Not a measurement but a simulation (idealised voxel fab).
process module | voxel wiring stack
cross-section cut | 265 nm wide | cells 5 nm
A cross-section is a grid of square cells, given in bands from the top down. A band is one or more rows of cells.
Each band's line starts with the height of the band's top and of its bottom, in nm. Then come its materials from left to right, each with its width in nm. One material with "throughout" fills the band from edge to edge. "air" is empty space.
Height 0 is the level under which the wafer as received is all one material. The lowest band goes on downwards, as in "0 down".
A width such as "30 to 40" changes by the same amount from each row of cells to the next, from the band's top row to its bottom row.
"no change" after a step means that no cell of the cross-section changed.
closed voids: empty space of 8 cells or more with no open way to the top, each as width x height at its distance from the left edge, in nm
after a step's settings: what the simulator itself notes on the step
overlay nm, on a step with a mask: how far to the right of its planned place the mask lay; to the left if negative
plan
1 op RECEIVE | material Si
2 op CONFORMAL_DEP | material SiO2 | thk nm 10
3 op CONFORMAL_DEP | material SiN | thk nm 5
4 op DIRECTIONAL_DEP | material lowk | thk nm 25
5 op MASKED_ETCH | tone open | mask id METAL_1 | width nm 20 | pitch nm 40 | etch materials lowk | depth nm 25 | overlay nm 0
6 op MASKED_ETCH | tone open | mask id METAL_1 | width nm 20 | pitch nm 40 | etch materials SiN | depth nm 5 | overlay nm 0
7 op CONFORMAL_DEP | material TiN | thk nm 5
8 op FILL_DEP | material W | thk nm 10
9 op CMP | height nm 40
10 op CONFORMAL_DEP | material SiCN | thk nm 5
11 op DIRECTIONAL_DEP | material lowk | thk nm 20
12 op PATTERN | tone open | mask id PLUG_1 | material resist | width nm 15 | thk nm 20 | overlay nm 0
13 op DIRECTIONAL_ETCH | etch materials lowk | depth nm 20
14 op DIRECTIONAL_ETCH | etch materials SiCN | depth nm 5
15 op STRIP | etch materials resist
16 op EPI | material Ru | thk nm 10
17 op EPI | material Ru | thk nm 10
18 op EPI | material Ru | thk nm 5
19 op DIRECTIONAL_DEP | material TiN | thk nm 5
20 op DIRECTIONAL_DEP | material Ru | thk nm 15
21 op PATTERN | tone cover | mask id METAL_2 | material resist | width nm 20 | pitch nm 40 | thk nm 15 | overlay nm 0
22 op DIRECTIONAL_ETCH | etch materials Ru | depth nm 15
23 op DIRECTIONAL_ETCH | etch materials TiN | depth nm 5
24 op STRIP | etch materials resist
25 op CONFORMAL_DEP | material SiN | thk nm 5
26 op FILL_DEP | material SiO2 | thk nm 10
27 op CMP | height nm 85
28 op CONFORMAL_DEP | material SiCN | thk nm 5
29 op DIRECTIONAL_DEP | material lowk | thk nm 15
30 op PATTERN | tone open | mask id PLUG_2 | material resist | width nm 15 | pitch nm 40 | thk nm 15 | overlay nm 0
31 op DIRECTIONAL_ETCH | etch materials lowk | depth nm 15
32 op DIRECTIONAL_ETCH | etch materials SiCN | depth nm 5
33 op STRIP | etch materials resist
34 op EPI | material Ru | thk nm 10
35 op EPI | material Ru | thk nm 10
36 op DIRECTIONAL_DEP | material TiN | thk nm 5
37 op DIRECTIONAL_DEP | material W | thk nm 25
38 op DIRECTIONAL_DEP | material aC | thk nm 10
39 op PATTERN | tone cover | mask id METAL_3 | material resist | width nm 20 | pitch nm 40 | thk nm 30 | overlay nm 0
40 op DIRECTIONAL_ETCH | etch materials aC | depth nm 10
41 op STRIP | etch materials resist
42 op DIRECTIONAL_ETCH | etch materials W | depth nm 25
43 op DIRECTIONAL_ETCH | etch materials TiN | depth nm 5
44 op STRIP | etch materials aC
45 op FILL_DEP | material SiO2 | thk nm 10
46 op CMP | height nm 135
47 op CONFORMAL_DEP | material SiCN | thk nm 5
varied across the wafers: thk nm of step 7. The plan shows the first wafer's value. All wafers start alike
first wafer as received, after step 1
  0 down: Si throughout
  closed voids: none
each wafer at the end: cells of each material gained (+) or lost (-) since it was received, then its closed voids
thk nm 5 | +63 Ru | +150 SiCN | +102 SiN | +499 SiO2 | +44 TiN | +60 W | +566 lowk | closed voids: none
thk nm 10 | +63 Ru | +150 SiCN | +102 SiN | +499 SiO2 | +64 TiN | +40 W | +566 lowk | closed voids: none
thk nm 15 | +63 Ru | +150 SiCN | +102 SiN | +499 SiO2 | +64 TiN | +40 W | +566 lowk | closed voids: none
thk nm 20 | +63 Ru | +150 SiCN | +102 SiN | +499 SiO2 | +64 TiN | +40 W | +566 lowk | closed voids: none
